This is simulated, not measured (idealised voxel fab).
Herein follows the process module entitled voxel capacitor over wiring.
It is cross-section cut that appears here, measuring 265 nm in width, its square cells being 5 nm in size.
Cross-section, as written here: a square-cell grid given band by band from the top down, where a band holds one or more rows of cells.
Band: top height; bottom height; in nm. Then, left to right: material with width in nm, for each material. "full width": a single material spanning edge to edge. "blank": empty space.
Height datum 0, below which the as-received substrate wafer is one material. Lowest band open at the bottom, running downward: "from 0 down".
A width given as "30 to 40" starts at the first number in the band's top row and ends at the second number in its bottom row, shifting by an equal amount at every step from row to row.
"no change" means the step left every cell of the cross-section as it was.
Voids not open to the top, 8 cells minimum: see "Cavities, sealed". Written width x height at distance; distance is from the left edge; nm.
Whatever follows a step's settings on its line is a remark the simulator itself makes about that step.
You can add "overlay nm" to a step's line. For a step with a mask, it describes how far the mask lay to the right of its planned position, and a negative number describes a lay to the left.

# Listed below are the process steps as planned
1,RECEIVE (material Si)
2,CONFORMAL_DEP (material SiO2; thk nm 15)
3,CONFORMAL_DEP (material SiCN; thk nm 5)
4,DIRECTIONAL_DEP (material SiO2; thk nm 20)
5,MASKED_ETCH (tone open; mask id METAL_1; width nm 30; pitch nm 90; etch materials SiO2; depth nm 20; overlay nm 0)
6,MASKED_ETCH (tone open; mask id METAL_1; width nm 30; pitch nm 90; etch materials SiCN; depth nm 5; overlay nm 0)
7,CONFORMAL_DEP (material TiN; thk nm 5)
8,FILL_DEP (material Cu; thk nm 10)
9,CMP (height nm 40)
10,CONFORMAL_DEP (material SiCN; thk nm 5)
11,DIRECTIONAL_DEP (material lowk; thk nm 15)
12,PATTERN (tone open; mask id PLUG_1; material resist; width nm 15; thk nm 20; overlay nm 0)
13,DIRECTIONAL_ETCH (etch materials lowk; depth nm 15)
14,DIRECTIONAL_ETCH (etch materials SiCN; depth nm 5)
15,STRIP (etch materials resist)
16,EPI (material Ru; thk nm 10)
17,EPI (material Ru; thk nm 10)
18,DIRECTIONAL_DEP (material TiN; thk nm 5)
19,DIRECTIONAL_DEP (material HfO2; thk nm 5)
20,DIRECTIONAL_DEP (material TiN; thk nm 5)
21,DIRECTIONAL_DEP (material aC; thk nm 15)
22,PATTERN (tone cover; mask id UPPER_PLATE; material resist; width nm 65; thk nm 30; overlay nm 0)
23,DIRECTIONAL_ETCH (etch materials aC; depth nm 15)
24,STRIP (etch materials resist)
25,DIRECTIONAL_ETCH (etch materials TiN; depth nm 5)
26,DIRECTIONAL_ETCH (etch materials HfO2; depth nm 5)
27,STRIP (etch materials aC)
28,MASKED_ETCH (tone cover; mask id LOWER_PLATE; width nm 75; etch materials TiN; depth nm 5; overlay nm 0)
29,FILL_DEP (material SiO2; thk nm 15)
30,CMP (height nm 85)
31,DIRECTIONAL_DEP (material aC; thk nm 15)
32,PATTERN (tone open; mask id PLUG_2; material resist; width nm 15; thk nm 30; overlay nm 0)
33,DIRECTIONAL_ETCH (etch materials aC; depth nm 15)
34,STRIP (etch materials resist)
35,DIRECTIONAL_ETCH (etch materials SiO2; depth nm 10)
36,STRIP (etch materials aC)
37,CONFORMAL_DEP (material TiN; thk nm 5)
38,FILL_DEP (material Cu; thk nm 5)
39,CMP (height nm 85)
40,CONFORMAL_DEP (material SiCN; thk nm 5)

# Step 1 complete: cross-section of the wafer as received
- from 0 down | Si full width
- Cavities, sealed: none

# The plan above was carried out on the starting structure above with one mistake, and this cross-section shows the wafer at the end of the module
- from 90 to 85 | SiCN full width
- from 85 to 80 | SiO2 95 nm | TiN 5 nm | Cu 5 nm | TiN 5 nm | SiO2 155 nm
- from 80 to 70 | SiO2 95 to 90 nm | TiN 15 to 60 nm | SiO2 155 to 115 nm
- from 70 to 65 | SiO2 90 nm | HfO2 60 nm | SiO2 115 nm
- from 65 to 60 | SiO2 80 nm | TiN 75 nm | SiO2 110 nm
- from 60 to 45 | lowk 85 nm | Ru 15 nm | lowk 165 nm
- from 45 to 40 | SiCN 85 nm | Ru 15 nm | SiCN 165 nm
- from 40 to 20 | SiO2 70 nm | TiN 5 nm | Cu 20 nm | TiN 5 nm | SiO2 60 nm | TiN 5 nm | Cu 20 nm | TiN 5 nm | SiO2 75 nm
- from 20 to 15 | SiCN 70 nm | TiN 30 nm | SiCN 60 nm | TiN 30 nm | SiCN 75 nm
- from 15 to 0 | SiO2 full width
- from 0 down | Si full width
- Cavities, sealed: none
Which mistake was made when the wafer was run? not per plan at step 22, really ran PATTERN (tone cover; mask id UPPER_PLATE; material resist; width nm 60; thk nm 30; overlay nm 0)
